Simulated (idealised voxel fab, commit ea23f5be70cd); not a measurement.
The name of this process module is voxel capacitor over wiring.
The width of the displayed cross-section, cut, is 230 nm; its cells are square, with a size of 5 nm.
Cross-section format: a grid of square cells, given as bands from top to bottom; each band is one or more rows of cells. Basically the band line says how high the top is and how high the bottom is, in nm, and then what's in it from left to right, every material with its width in nm. Empty space shows up as "blank", and if a single material carries "throughout" it runs the full band edge to edge. It should be noted that heights are counted from 0, beneath which the wafer as supplied is of one material throughout, and that the lowest band possesses no lower boundary but continues downward, as written in "0 and below". Graded width ("30->40"): value in top row of band = first number; value in bottom row = second number; row-to-row change constant. "no change", as given for a step, is the statement that not any cell of the cross-section underwent a change during that step. Listed in "Fully enclosed voids": every empty space of 8 or more cells without an open way to the top. Form: width x height at distance, the distance being from the left edge, all in nm. Where a step's line continues beyond its settings, the continuation is a remark by the simulator itself on that step. overlay nm: on a step with a mask, how far right of its planned place the mask lay; negative means left. Read the rest as pairs. Take the cross-section before one process step, then the cross-section after it, which shows only down to the lowest band that changed. Under the pair, find the step between them and its settings. Bear in mind that pairs may come from different runs of this module on the same starting wafer: link a pair to the pair above it only where its entry headed "Pre-step condition" says to.
PRE-STEP CONDITION
* 95 down to 75: SiO2 throughout
* 75 down to 70: SiO2 70 / TiN 65 / SiO2 95
* 70 down to 65: SiO2 70 / SiN 65 / SiO2 95
* 65 down to 60: SiO2 65 / TiN 75 / SiO2 90
* 60 down to 45: SiO2 70 / Ru 15 / SiO2 145
* 45 down to 40: SiCN 70 / Ru 15 / SiCN 145
* 40 down to 35: SiCN 50 / Ru 40 / SiCN 50 / Ru 40 / SiCN 50
* 35 down to 15: lowk 55 / TiN 5 / W 20 / TiN 5 / lowk 60 / TiN 5 / W 20 / TiN 5 / lowk 55
* 15 down to 10: SiCN 55 / TiN 30 / SiCN 60 / TiN 30 / SiCN 55
* 10 down to 0: SiO2 throughout
* 0 and below: Si throughout
* Fully enclosed voids: none
RESULTING STRUCTURE
* 85 down to 75: SiO2 throughout
* Under the height 75 nothing was changed.
* Fully enclosed voids: none
Upper to lower cross-section via CMP with height nm 85
Pre-step condition: It is represented by the cross-section appearing after the step of the pair directly above.
RESULTING STRUCTURE
* 105 down to 85: resist 80 / blank 15 / resist 135
* Under the height 85 nothing was changed.
* Fully enclosed voids: none
Upper to lower cross-section via PATTERN with tone open, mask id PLUG_2, material resist, width nm 15, thk nm 20, overlay nm 0
Pre-step condition: It is represented by the cross-section appearing after the step of the pair directly above.
RESULTING STRUCTURE
* 105 down to 85: resist 80 / blank 15 / resist 135
* 85 down to 75: SiO2 80 / blank 15 / SiO2 135
* Under the height 75 nothing was changed.
* Fully enclosed voids: none
Upper to lower cross-section via DIRECTIONAL_ETCH with etch materials SiO2, depth nm 15
Pre-step condition: It is represented by the cross-section appearing after the step of the pair directly above.
RESULTING STRUCTURE
* 85 down to 75: SiO2 80 / blank 15 / SiO2 135
* Under the height 75 nothing was changed.
* Fully enclosed voids: none
Upper to lower cross-section via STRIP with etch materials resist
Pre-step condition: It is represented by the cross-section appearing after the step of the pair directly above.
RESULTING STRUCTURE
* 90 down to 85: TiN 85 / blank 5 / TiN 140
* 85 down to 80: SiO2 80 / TiN 5 / blank 5 / TiN 5 / SiO2 135
* 80 down to 70: SiO2 80->70 / TiN 15->65 / SiO2 135->95
* Under the height 70 nothing was changed.
* Fully enclosed voids: none
Upper to lower cross-section via CONFORMAL_DEP with material TiN, thk nm 5
Pre-step condition: It is represented by the cross-section appearing after the step of the pair directly above.
RESULTING STRUCTURE
* 100 down to 90: Ru throughout
* 90 down to 85: TiN 85 / Ru 5 / TiN 140
* 85 down to 80: SiO2 80 / TiN 5 / Ru 5 / TiN 5 / SiO2 135
* Under the height 80 nothing was changed.
* Fully enclosed voids: none
Upper to lower cross-section via FILL_DEP with material Ru, thk nm 10
Pre-step condition: It is represented by the cross-section appearing after the step of the pair directly above.
RESULTING STRUCTURE
* 90 down to 85: TiN 85 / Ru 5 / TiN 140
* Under the height 85 nothing was changed.
* Fully enclosed voids: none
Upper to lower cross-section via CMP with height nm 90
Pre-step condition: It is represented by the cross-section appearing after the step of the pair directly above.
RESULTING STRUCTURE
* 95 down to 90: SiN throughout
* Under the height 90 nothing was changed.
* Fully enclosed voids: none
Upper to lower cross-section via CONFORMAL_DEP with material SiN, thk nm 5
PRE-STEP CONDITION
* 35 down to 15: lowk throughout
* 15 down to 10: SiCN throughout
* 10 down to 0: SiO2 throughout
* 0 and below: Si throughout
* Fully enclosed voids: none
RESULTING STRUCTURE
* 35 down to 15: lowk 50 / blank 40 / lowk 50 / blank 40 / lowk 50
* Under the height 15 nothing was changed.
* Fully enclosed voids: none
Upper to lower cross-section via MASKED_ETCH with tone open, mask id METAL_1, width nm 40, pitch nm 90, etch materials lowk, depth nm 20, overlay nm 0
Pre-step condition: It is represented by the cross-section appearing after the step of the pair directly above.
RESULTING STRUCTURE
* 35 down to 15: lowk 50 / blank 40 / lowk 50 / blank 40 / lowk 50
* 15 down to 10: SiCN 55 / blank 30 / SiCN 60 / blank 30 / SiCN 55
* Under the height 10 nothing was changed.
* Fully enclosed voids: none
Upper to lower cross-section via MASKED_ETCH with tone open, mask id METAL_1, width nm 30, pitch nm 90, etch materials SiCN, depth nm 5, overlay nm 0
Pre-step condition: It is represented by the cross-section appearing after the step of the pair directly above.
RESULTING STRUCTURE
* 40 down to 35: TiN 55 / blank 30 / TiN 60 / blank 30 / TiN 55
* 35 down to 20: lowk 50 / TiN 5 / blank 30 / TiN 5 / lowk 50 / TiN 5 / blank 30 / TiN 5 / lowk 50
* 20 down to 15: lowk 50 / TiN 10 / blank 20 / TiN 10 / lowk 50 / TiN 10 / blank 20 / TiN 10 / lowk 50
* 15 down to 10: SiCN 55 / TiN 30 / SiCN 60 / TiN 30 / SiCN 55
* Under the height 10 nothing was changed.
* Fully enclosed voids: none
Upper to lower cross-section via CONFORMAL_DEP with material TiN, thk nm 5
Pre-step condition: It is represented by the cross-section appearing after the step of the pair directly above.
RESULTING STRUCTURE
* 50 down to 40: W throughout
* 40 down to 35: TiN 55 / W 30 / TiN 60 / W 30 / TiN 55
* 35 down to 20: lowk 50 / TiN 5 / W 30 / TiN 5 / lowk 50 / TiN 5 / W 30 / TiN 5 / lowk 50
* 20 down to 15: lowk 50 / TiN 10 / W 20 / TiN 10 / lowk 50 / TiN 10 / W 20 / TiN 10 / lowk 50
* Under the height 15 nothing was changed.
* Fully enclosed voids: none
Upper to lower cross-section via FILL_DEP with material W, thk nm 10
Pre-step condition: It is represented by the cross-section appearing after the step of the pair directly above.
RESULTING STRUCTURE
* 35 down to 20: lowk 50 / TiN 5 / W 30 / TiN 5 / lowk 50 / TiN 5 / W 30 / TiN 5 / lowk 50
* Under the height 20 nothing was changed.
* Fully enclosed voids: none
Upper to lower cross-section via CMP with height nm 35
Pre-step condition: It is represented by the cross-section appearing after the step of the pair directly above.
RESULTING STRUCTURE
* 40 down to 35: blank 45 / Ru 50 / blank 40 / Ru 50 / blank 45
* Under the height 35 nothing was changed.
* Fully enclosed voids: none
Upper to lower cross-section via EPI with material Ru, thk nm 5
Pre-step condition: It is represented by the cross-section appearing after the step of the pair directly above.
RESULTING STRUCTURE
* 45 down to 40: SiCN throughout
* 40 down to 35: SiCN 45 / Ru 50 / SiCN 40 / Ru 50 / SiCN 45
* Under the height 35 nothing was changed.
* Fully enclosed voids: none
Upper to lower cross-section via FILL_DEP with material SiCN, thk nm 5
Pre-step condition: It is represented by the cross-section appearing after the step of the pair directly above.
RESULTING STRUCTURE
* 60 down to 45: SiO2 throughout
* Under the height 45 nothing was changed.
* Fully enclosed voids: none
Upper to lower cross-section via DIRECTIONAL_DEP with material SiO2, thk nm 15
Pre-step condition: It is represented by the cross-section appearing after the step of the pair directly above.
RESULTING STRUCTURE
* 60 down to 45: SiO2 70 / blank 15 / SiO2 145
* Under the height 45 nothing was changed.
* Fully enclosed voids: none
Upper to lower cross-section via MASKED_ETCH with tone open, mask id PLUG_1, width nm 15, etch materials SiO2, depth nm 15, overlay nm 0
Pre-step condition: It is represented by the cross-section appearing after the step of the pair directly above.
RESULTING STRUCTURE
* 60 down to 45: SiO2 70 / blank 15 / SiO2 145
* 45 down to 40: SiCN 70 / blank 15 / SiCN 145
* Under the height 40 nothing was changed.
* Fully enclosed voids: none
Upper to lower cross-section via MASKED_ETCH with tone open, mask id PLUG_1, width nm 15, etch materials SiCN, depth nm 5, overlay nm 0
Pre-step condition: It is represented by the cross-section appearing after the step of the pair directly above.
RESULTING STRUCTURE
* 60 down to 50: SiO2 70 / blank 15 / SiO2 145
* 50 down to 45: SiO2 70 / Ru 15 / SiO2 145
* 45 down to 40: SiCN 70 / Ru 15 / SiCN 145
* Under the height 40 nothing was changed.
* Fully enclosed voids: none
Upper to lower cross-section via EPI with material Ru, thk nm 10
Pre-step condition: It is represented by the cross-section appearing after the step of the pair directly above.
RESULTING STRUCTURE
* 60 down to 45: SiO2 70 / Ru 15 / SiO2 145
* Under the height 45 nothing was changed.
* Fully enclosed voids: none
Upper to lower cross-section via EPI with material Ru, thk nm 10
Pre-step condition: It is represented by the cross-section appearing after the step of the pair directly above.
RESULTING STRUCTURE
* 65 down to 60: TiN throughout
* Under the height 60 nothing was changed.
* Fully enclosed voids: none
Upper to lower cross-section via DIRECTIONAL_DEP with material TiN, thk nm 5
Pre-step condition: It is represented by the cross-section appearing after the step of the pair directly above.
RESULTING STRUCTURE
* 70 down to 65: SiN throughout
* Under the height 65 nothing was changed.
* Fully enclosed voids: none
Upper to lower cross-section via DIRECTIONAL_DEP with material SiN, thk nm 5
Pre-step condition: It is represented by the cross-section appearing after the step of the pair directly above.
RESULTING STRUCTURE
* 75 down to 70: TiN throughout
* Under the height 70 nothing was changed.
* Fully enclosed voids: none
Upper to lower cross-section via DIRECTIONAL_DEP with material TiN, thk nm 5
Pre-step condition: It is represented by the cross-section appearing after the step of the pair directly above.
RESULTING STRUCTURE
* 90 down to 75: blank 70 / resist 65 / blank 95
* Under the height 75 nothing was changed.
* Fully enclosed voids: none
Upper to lower cross-section via PATTERN with tone cover, mask id UPPER_PLATE, material resist, width nm 65, thk nm 15, overlay nm 0
Pre-step condition: It is represented by the cross-section appearing after the step of the pair directly above.
RESULTING STRUCTURE
* 90 down to 75: blank 70 / resist 65 / blank 95
* 75 down to 70: blank 70 / TiN 65 / blank 95
* Under the height 70 nothing was changed.
* Fully enclosed voids: none
Upper to lower cross-section via DIRECTIONAL_ETCH with etch materials TiN, depth nm 5
Pre-step condition: It is represented by the cross-section appearing after the step of the pair directly above.
RESULTING STRUCTURE
* 90 down to 75: blank 70 / resist 65 / blank 95
* 75 down to 70: blank 70 / TiN 65 / blank 95
* 70 down to 65: blank 70 / SiN 65 / blank 95
* Under the height 65 nothing was changed.
* Fully enclosed voids: none
Upper to lower cross-section via DIRECTIONAL_ETCH with etch materials SiN, depth nm 5
Pre-step condition: It is represented by the cross-section appearing after the step of the pair directly above.
RESULTING STRUCTURE
* 75 down to 70: blank 70 / TiN 65 / blank 95
* Under the height 70 nothing was changed.
* Fully enclosed voids: none
Upper to lower cross-section via STRIP with etch materials resist
Pre-step condition: It is represented by the cross-section appearing after the step of the pair directly above.
RESULTING STRUCTURE
* 75 down to 70: blank 70 / TiN 65 / blank 95
* 70 down to 65: blank 70 / SiN 65 / blank 95
* 65 down to 60: blank 65 / TiN 75 / blank 90
* Under the height 60 nothing was changed.
* Fully enclosed voids: none
Upper to lower cross-section via MASKED_ETCH with tone cover, mask id LOWER_PLATE, width nm 75, etch materials TiN, depth nm 5, overlay nm 0
Pre-step condition: It is represented by the cross-section appearing after the step of the pair directly above.
RESULTING STRUCTURE
* 95 down to 75: SiO2 throughout
* 75 down to 70: SiO2 70 / TiN 65 / SiO2 95
* 70 down to 65: SiO2 70 / SiN 65 / SiO2 95
* 65 down to 60: SiO2 65 / TiN 75 / SiO2 90
* Under the height 60 nothing was changed.
* Fully enclosed voids: none
Upper to lower cross-section via FILL_DEP with material SiO2, thk nm 20
Pre-step condition: It is represented by the cross-section appearing after the step of the pair directly above.
RESULTING STRUCTURE
* 90 down to 75: SiO2 throughout
* Under the height 75 nothing was changed.
* Fully enclosed voids: none
Upper to lower cross-section via CMP with height nm 90
Pre-step condition: It is represented by the cross-section appearing after the step of the pair directly above.
RESULTING STRUCTURE
* 110 down to 90: resist 80 / blank 15 / resist 135
* Under the height 90 nothing was changed.
* Fully enclosed voids: none
Upper to lower cross-section via PATTERN with tone open, mask id PLUG_2, material resist, width nm 15, thk nm 20, overlay nm 0
Pre-step condition: It is represented by the cross-section appearing after the step of the pair directly above.
RESULTING STRUCTURE
* 110 down to 90: resist 80 / blank 15 / resist 135
* 90 down to 75: SiO2 80 / blank 15 / SiO2 135
* Under the height 75 nothing was changed.
* Fully enclosed voids: none
Upper to lower cross-section via DIRECTIONAL_ETCH with etch materials SiO2, depth nm 15
Pre-step condition: It is represented by the cross-section appearing after the step of the pair directly above.
RESULTING STRUCTURE
* 90 down to 75: SiO2 80 / blank 15 / SiO2 135
* Under the height 75 nothing was changed.
* Fully enclosed voids: none
Upper to lower cross-section via STRIP with etch materials resist
Pre-step condition: It is represented by the cross-section appearing after the step of the pair directly above.
RESULTING STRUCTURE
* 95 down to 90: TiN 85 / blank 5 / TiN 140
* 90 down to 80: SiO2 80 / TiN 5 / blank 5 / TiN 5 / SiO2 135
* 80 down to 70: SiO2 80->70 / TiN 15->65 / SiO2 135->95
* Under the height 70 nothing was changed.
* Fully enclosed voids: none
Upper to lower cross-section via CONFORMAL_DEP with material TiN, thk nm 5
Pre-step condition: It is represented by the cross-section appearing after the step of the pair directly above.
RESULTING STRUCTURE
* 105 down to 95: Ru throughout
* 95 down to 90: TiN 85 / Ru 5 / TiN 140
* 90 down to 80: SiO2 80 / TiN 5 / Ru 5 / TiN 5 / SiO2 135
* Under the height 80 nothing was changed.
* Fully enclosed voids: none
Upper to lower cross-section via FILL_DEP with material Ru, thk nm 10
Pre-step condition: It is represented by the cross-section appearing after the step of the pair directly above.
RESULTING STRUCTURE
* 90 down to 80: SiO2 80 / TiN 5 / Ru 5 / TiN 5 / SiO2 135
* Under the height 80 nothing was changed.
* Fully enclosed voids: none
Upper to lower cross-section via CMP with height nm 90
Pre-step condition: It is represented by the cross-section appearing after the step of the pair directly above.
RESULTING STRUCTURE
* 95 down to 90: SiN throughout
* Under the height 90 nothing was changed.
* Fully enclosed voids: none
Upper to lower cross-section via CONFORMAL_DEP with material SiN, thk nm 5
PRE-STEP CONDITION
* 60 down to 45: SiO2 70 / blank 15 / SiO2 145
* 45 down to 40: SiCN throughout
* 40 down to 35: SiCN 50 / Ru 40 / SiCN 50 / Ru 40 / SiCN 50
* 35 down to 15: lowk 55 / TiN 5 / W 20 / TiN 5 / lowk 60 / TiN 5 / W 20 / TiN 5 / lowk 55
* 15 down to 10: SiCN 55 / TiN 30 / SiCN 60 / TiN 30 / SiCN 55
* 10 down to 0: SiO2 throughout
* 0 and below: Si throughout
* Fully enclosed voids: none
RESULTING STRUCTURE
* 60 down to 45: SiO2 70 / blank 15 / SiO2 145
* 45 down to 40: SiCN 75 / blank 10 / SiCN 145
* Under the height 40 nothing was changed.
* Fully enclosed voids: none
Upper to lower cross-section via MASKED_ETCH with tone open, mask id PLUG_1, width nm 15, etch materials SiCN, depth nm 5, overlay nm 5
Pre-step condition: It is represented by the cross-section appearing after the step of the pair directly above.
RESULTING STRUCTURE
* 60 down to 50: SiO2 70 / blank 15 / SiO2 145
* 50 down to 45: SiO2 70 / Ru 15 / SiO2 145
* 45 down to 40: SiCN 75 / Ru 10 / SiCN 145
* Under the height 40 nothing was changed.
* Fully enclosed voids: none
Upper to lower cross-section via EPI with material Ru, thk nm 10
Pre-step condition: It is represented by the cross-section appearing after the step of the pair directly above.
RESULTING STRUCTURE
* 60 down to 45: SiO2 70 / Ru 15 / SiO2 145
* Under the height 45 nothing was changed.
* Fully enclosed voids: none
Upper to lower cross-section via EPI with material Ru, thk nm 10
Pre-step condition: It is represented by the cross-section appearing after the step of the pair directly above.
RESULTING STRUCTURE
* 65 down to 60: TiN throughout
* Under the height 60 nothing was changed.
* Fully enclosed voids: none
Upper to lower cross-section via DIRECTIONAL_DEP with material TiN, thk nm 5
Pre-step condition: It is represented by the cross-section appearing after the step of the pair directly above.
RESULTING STRUCTURE
* 70 down to 65: SiN throughout
* Under the height 65 nothing was changed.
* Fully enclosed voids: none
Upper to lower cross-section via DIRECTIONAL_DEP with material SiN, thk nm 5
Pre-step condition: It is represented by the cross-section appearing after the step of the pair directly above.
RESULTING STRUCTURE
* 75 down to 70: TiN throughout
* Under the height 70 nothing was changed.
* Fully enclosed voids: none
Upper to lower cross-section via DIRECTIONAL_DEP with material TiN, thk nm 5
Pre-step condition: It is represented by the cross-section appearing after the step of the pair directly above.
RESULTING STRUCTURE
* 90 down to 75: blank 70 / resist 65 / blank 95
* Under the height 75 nothing was changed.
* Fully enclosed voids: none
Upper to lower cross-section via PATTERN with tone cover, mask id UPPER_PLATE, material resist, width nm 65, thk nm 15, overlay nm 0
Pre-step condition: It is represented by the cross-section appearing after the step of the pair directly above.
RESULTING STRUCTURE
* 90 down to 75: blank 70 / resist 65 / blank 95
* 75 down to 70: blank 70 / TiN 65 / blank 95
* Under the height 70 nothing was changed.
* Fully enclosed voids: none
Upper to lower cross-section via DIRECTIONAL_ETCH with etch materials TiN, depth nm 5
Pre-step condition: It is represented by the cross-section appearing after the step of the pair directly above.
RESULTING STRUCTURE
* 90 down to 75: blank 70 / resist 65 / blank 95
* 75 down to 70: blank 70 / TiN 65 / blank 95
* 70 down to 65: blank 70 / SiN 65 / blank 95
* Under the height 65 nothing was changed.
* Fully enclosed voids: none
Upper to lower cross-section via DIRECTIONAL_ETCH with etch materials SiN, depth nm 5
Pre-step condition: It is represented by the cross-section appearing after the step of the pair directly above.
RESULTING STRUCTURE
* 75 down to 70: blank 70 / TiN 65 / blank 95
* Under the height 70 nothing was changed.
* Fully enclosed voids: none
Upper to lower cross-section via STRIP with etch materials resist
Pre-step condition: It is represented by the cross-section appearing after the step of the pair directly above.
RESULTING STRUCTURE
* 75 down to 70: blank 70 / TiN 65 / blank 95
* 70 down to 65: blank 70 / SiN 65 / blank 95
* 65 down to 60: blank 65 / TiN 75 / blank 90
* Under the height 60 nothing was changed.
* Fully enclosed voids: none
Upper to lower cross-section via MASKED_ETCH with tone cover, mask id LOWER_PLATE, width nm 75, etch materials TiN, depth nm 5, overlay nm 0
Pre-step condition: It is represented by the cross-section appearing after the step of the pair directly above.
RESULTING STRUCTURE
* 95 down to 75: SiO2 throughout
* 75 down to 70: SiO2 70 / TiN 65 / SiO2 95
* 70 down to 65: SiO2 70 / SiN 65 / SiO2 95
* 65 down to 60: SiO2 65 / TiN 75 / SiO2 90
* Under the height 60 nothing was changed.
* Fully enclosed voids: none
Upper to lower cross-section via FILL_DEP with material SiO2, thk nm 20
Pre-step condition: It is represented by the cross-section appearing after the step of the pair directly above.
RESULTING STRUCTURE
* 90 down to 75: SiO2 throughout
* Under the height 75 nothing was changed.
* Fully enclosed voids: none
Upper to lower cross-section via CMP with height nm 90
Pre-step condition: It is represented by the cross-section appearing after the step of the pair directly above.
RESULTING STRUCTURE
* 110 down to 90: resist 80 / blank 15 / resist 135
* Under the height 90 nothing was changed.
* Fully enclosed voids: none
Upper to lower cross-section via PATTERN with tone open, mask id PLUG_2, material resist, width nm 15, thk nm 20, overlay nm 0
Pre-step condition: It is represented by the cross-section appearing after the step of the pair directly above.
RESULTING STRUCTURE
* 110 down to 90: resist 80 / blank 15 / resist 135
* 90 down to 75: SiO2 80 / blank 15 / SiO2 135
* Under the height 75 nothing was changed.
* Fully enclosed voids: none
Upper to lower cross-section via DIRECTIONAL_ETCH with etch materials SiO2, depth nm 15
Pre-step condition: It is represented by the cross-section appearing after the step of the pair directly above.
RESULTING STRUCTURE
* 90 down to 75: SiO2 80 / blank 15 / SiO2 135
* Under the height 75 nothing was changed.
* Fully enclosed voids: none
Upper to lower cross-section via STRIP with etch materials resist
Pre-step condition: It is represented by the cross-section appearing after the step of the pair directly above.
RESULTING STRUCTURE
* 95 down to 90: TiN 85 / blank 5 / TiN 140
* 90 down to 80: SiO2 80 / TiN 5 / blank 5 / TiN 5 / SiO2 135
* 80 down to 70: SiO2 80->70 / TiN 15->65 / SiO2 135->95
* Under the height 70 nothing was changed.
* Fully enclosed voids: none
Upper to lower cross-section via CONFORMAL_DEP with material TiN, thk nm 5
Pre-step condition: It is represented by the cross-section appearing after the step of the pair directly above.
RESULTING STRUCTURE
* 105 down to 95: Ru throughout
* 95 down to 90: TiN 85 / Ru 5 / TiN 140
* 90 down to 80: SiO2 80 / TiN 5 / Ru 5 / TiN 5 / SiO2 135
* Under the height 80 nothing was changed.
* Fully enclosed voids: none
Upper to lower cross-section via FILL_DEP with material Ru, thk nm 10
Pre-step condition: It is represented by the cross-section appearing after the step of the pair directly above.
RESULTING STRUCTURE
* 90 down to 80: SiO2 80 / TiN 5 / Ru 5 / TiN 5 / SiO2 135
* Under the height 80 nothing was changed.
* Fully enclosed voids: none
Upper to lower cross-section via CMP with height nm 90
Pre-step condition: It is represented by the cross-section appearing after the step of the pair directly above.
RESULTING STRUCTURE
* 95 down to 90: SiN throughout
* Under the height 90 nothing was changed.
* Fully enclosed voids: none
Upper to lower cross-section via CONFORMAL_DEP with material SiN, thk nm 5
PRE-STEP CONDITION
* 90 down to 80: SiO2 80 / TiN 5 / Ru 5 / TiN 5 / SiO2 135
* 80 down to 70: SiO2 80->70 / TiN 15->65 / SiO2 135->95
* 70 down to 65: SiO2 70 / SiN 65 / SiO2 95
* 65 down to 60: SiO2 65 / TiN 75 / SiO2 90
* 60 down to 45: SiO2 70 / Ru 15 / SiO2 145
* 45 down to 40: SiCN 70 / Ru 15 / SiCN 145
* 40 down to 35: SiCN 50 / Ru 40 / SiCN 50 / Ru 40 / SiCN 50
* 35 down to 15: lowk 55 / TiN 5 / W 20 / TiN 5 / lowk 60 / TiN 5 / W 20 / TiN 5 / lowk 55
* 15 down to 10: SiCN 55 / TiN 30 / SiCN 60 / TiN 30 / SiCN 55
* 10 down to 0: SiO2 throughout
* 0 and below: Si throughout
* Fully enclosed voids: none
RESULTING STRUCTURE
* 95 down to 90: TiN throughout
* Under the height 90 nothing was changed.
* Fully enclosed voids: none
Upper to lower cross-section via CONFORMAL_DEP with material TiN, thk nm 5
PRE-STEP CONDITION
* 35 down to 15: lowk throughout
* 15 down to 10: SiCN throughout
* 10 down to 0: SiO2 throughout
* 0 and below: Si throughout
* Fully enclosed voids: none
RESULTING STRUCTURE
* 35 down to 15: blank 55 / lowk 30 / blank 60 / lowk 30 / blank 55
* Under the height 15 nothing was changed.
* Fully enclosed voids: none
Upper to lower cross-section via MASKED_ETCH with tone cover, mask id METAL_1, width nm 30, pitch nm 90, etch materials lowk, depth nm 20, overlay nm 0
Pre-step condition: It is represented by the cross-section appearing after the step of the pair directly above.
RESULTING STRUCTURE
* 40 down to 35: blank 50 / TiN 40 / blank 50 / TiN 40 / blank 50
* 35 down to 20: blank 50 / TiN 5 / lowk 30 / TiN 5 / blank 50 / TiN 5 / lowk 30 / TiN 5 / blank 50
* 20 down to 15: TiN 55 / lowk 30 / TiN 60 / lowk 30 / TiN 55
* Under the height 15 nothing was changed.
* Fully enclosed voids: none
Upper to lower cross-section via CONFORMAL_DEP with material TiN, thk nm 5
Pre-step condition: It is represented by the cross-section appearing after the step of the pair directly above.
RESULTING STRUCTURE
* 50 down to 40: W throughout
* 40 down to 35: W 50 / TiN 40 / W 50 / TiN 40 / W 50
* 35 down to 20: W 50 / TiN 5 / lowk 30 / TiN 5 / W 50 / TiN 5 / lowk 30 / TiN 5 / W 50
* Under the height 20 nothing was changed.
* Fully enclosed voids: none
Upper to lower cross-section via FILL_DEP with material W, thk nm 10
Pre-step condition: It is represented by the cross-section appearing after the step of the pair directly above.
RESULTING STRUCTURE
* 35 down to 20: W 50 / TiN 5 / lowk 30 / TiN 5 / W 50 / TiN 5 / lowk 30 / TiN 5 / W 50
* Under the height 20 nothing was changed.
* Fully enclosed voids: none
Upper to lower cross-section via CMP with height nm 35
Pre-step condition: It is represented by the cross-section appearing after the step of the pair directly above.
RESULTING STRUCTURE
* 40 down to 35: Ru 60 / blank 20 / Ru 70 / blank 20 / Ru 60
* Under the height 35 nothing was changed.
* Fully enclosed voids: none
Upper to lower cross-section via EPI with material Ru, thk nm 5
Pre-step condition: It is represented by the cross-section appearing after the step of the pair directly above.
RESULTING STRUCTURE
* 45 down to 40: SiCN throughout
* 40 down to 35: Ru 60 / SiCN 20 / Ru 70 / SiCN 20 / Ru 60
* Under the height 35 nothing was changed.
* Fully enclosed voids: none
Upper to lower cross-section via FILL_DEP with material SiCN, thk nm 5
Pre-step condition: It is represented by the cross-section appearing after the step of the pair directly above.
RESULTING STRUCTURE
* 60 down to 45: SiO2 throughout
* Under the height 45 nothing was changed.
* Fully enclosed voids: none
Upper to lower cross-section via DIRECTIONAL_DEP with material SiO2, thk nm 15
Pre-step condition: It is represented by the cross-section appearing after the step of the pair directly above.
RESULTING STRUCTURE
* 60 down to 45: SiO2 70 / blank 15 / SiO2 145
* Under the height 45 nothing was changed.
* Fully enclosed voids: none
Upper to lower cross-section via MASKED_ETCH with tone open, mask id PLUG_1, width nm 15, etch materials SiO2, depth nm 15, overlay nm 0
Pre-step condition: It is represented by the cross-section appearing after the step of the pair directly above.
RESULTING STRUCTURE
* 60 down to 45: SiO2 70 / blank 15 / SiO2 145
* 45 down to 40: SiCN 70 / blank 15 / SiCN 145
* Under the height 40 nothing was changed.
* Fully enclosed voids: none
Upper to lower cross-section via MASKED_ETCH with tone open, mask id PLUG_1, width nm 15, etch materials SiCN, depth nm 5, overlay nm 0
Pre-step condition: It is represented by the cross-section appearing after the step of the pair directly above.
RESULTING STRUCTURE
* 60 down to 50: SiO2 70 / blank 15 / SiO2 145
* 50 down to 45: SiO2 70 / Ru 15 / SiO2 145
* 45 down to 40: SiCN 70 / Ru 15 / SiCN 145
* Under the height 40 nothing was changed.
* Fully enclosed voids: none
Upper to lower cross-section via EPI with material Ru, thk nm 10
Pre-step condition: It is represented by the cross-section appearing after the step of the pair directly above.
RESULTING STRUCTURE
* 60 down to 45: SiO2 70 / Ru 15 / SiO2 145
* Under the height 45 nothing was changed.
* Fully enclosed voids: none
Upper to lower cross-section via EPI with material Ru, thk nm 10
Pre-step condition: It is represented by the cross-section appearing after the step of the pair directly above.
RESULTING STRUCTURE
* 65 down to 60: TiN throughout
* Under the height 60 nothing was changed.
* Fully enclosed voids: none
Upper to lower cross-section via DIRECTIONAL_DEP with material TiN, thk nm 5
Pre-step condition: It is represented by the cross-section appearing after the step of the pair directly above.
RESULTING STRUCTURE
* 70 down to 65: SiN throughout
* Under the height 65 nothing was changed.
* Fully enclosed voids: none
Upper to lower cross-section via DIRECTIONAL_DEP with material SiN, thk nm 5
Pre-step condition: It is represented by the cross-section appearing after the step of the pair directly above.
RESULTING STRUCTURE
* 75 down to 70: TiN throughout
* Under the height 70 nothing was changed.
* Fully enclosed voids: none
Upper to lower cross-section via DIRECTIONAL_DEP with material TiN, thk nm 5
Pre-step condition: It is represented by the cross-section appearing after the step of the pair directly above.
RESULTING STRUCTURE
* 90 down to 75: blank 70 / resist 65 / blank 95
* Under the height 75 nothing was changed.
* Fully enclosed voids: none
Upper to lower cross-section via PATTERN with tone cover, mask id UPPER_PLATE, material resist, width nm 65, thk nm 15, overlay nm 0
Pre-step condition: It is represented by the cross-section appearing after the step of the pair directly above.
RESULTING STRUCTURE
* 90 down to 75: blank 70 / resist 65 / blank 95
* 75 down to 70: blank 70 / TiN 65 / blank 95
* Under the height 70 nothing was changed.
* Fully enclosed voids: none
Upper to lower cross-section via DIRECTIONAL_ETCH with etch materials TiN, depth nm 5
Pre-step condition: It is represented by the cross-section appearing after the step of the pair directly above.
RESULTING STRUCTURE
* 90 down to 75: blank 70 / resist 65 / blank 95
* 75 down to 70: blank 70 / TiN 65 / blank 95
* 70 down to 65: blank 70 / SiN 65 / blank 95
* Under the height 65 nothing was changed.
* Fully enclosed voids: none
Upper to lower cross-section via DIRECTIONAL_ETCH with etch materials SiN, depth nm 5
Pre-step condition: It is represented by the cross-section appearing after the step of the pair directly above.
RESULTING STRUCTURE
* 75 down to 70: blank 70 / TiN 65 / blank 95
* Under the height 70 nothing was changed.
* Fully enclosed voids: none
Upper to lower cross-section via STRIP with etch materials resist
Pre-step condition: It is represented by the cross-section appearing after the step of the pair directly above.
RESULTING STRUCTURE
* 75 down to 70: blank 70 / TiN 65 / blank 95
* 70 down to 65: blank 70 / SiN 65 / blank 95
* 65 down to 60: blank 65 / TiN 75 / blank 90
* Under the height 60 nothing was changed.
* Fully enclosed voids: none
Upper to lower cross-section via MASKED_ETCH with tone cover, mask id LOWER_PLATE, width nm 75, etch materials TiN, depth nm 5, overlay nm 0
Pre-step condition: It is represented by the cross-section appearing after the step of the pair directly above.
RESULTING STRUCTURE
* 95 down to 75: SiO2 throughout
* 75 down to 70: SiO2 70 / TiN 65 / SiO2 95
* 70 down to 65: SiO2 70 / SiN 65 / SiO2 95
* 65 down to 60: SiO2 65 / TiN 75 / SiO2 90
* Under the height 60 nothing was changed.
* Fully enclosed voids: none
Upper to lower cross-section via FILL_DEP with material SiO2, thk nm 20
Pre-step condition: It is represented by the cross-section appearing after the step of the pair directly above.
RESULTING STRUCTURE
* 90 down to 75: SiO2 throughout
* Under the height 75 nothing was changed.
* Fully enclosed voids: none
Upper to lower cross-section via CMP with height nm 90
Pre-step condition: It is represented by the cross-section appearing after the step of the pair directly above.
RESULTING STRUCTURE
* 110 down to 90: resist 80 / blank 15 / resist 135
* Under the height 90 nothing was changed.
* Fully enclosed voids: none
Upper to lower cross-section via PATTERN with tone open, mask id PLUG_2, material resist, width nm 15, thk nm 20, overlay nm 0
Pre-step condition: It is represented by the cross-section appearing after the step of the pair directly above.
RESULTING STRUCTURE
* 110 down to 90: resist 80 / blank 15 / resist 135
* 90 down to 75: SiO2 80 / blank 15 / SiO2 135
* Under the height 75 nothing was changed.
* Fully enclosed voids: none
Upper to lower cross-section via DIRECTIONAL_ETCH with etch materials SiO2, depth nm 15
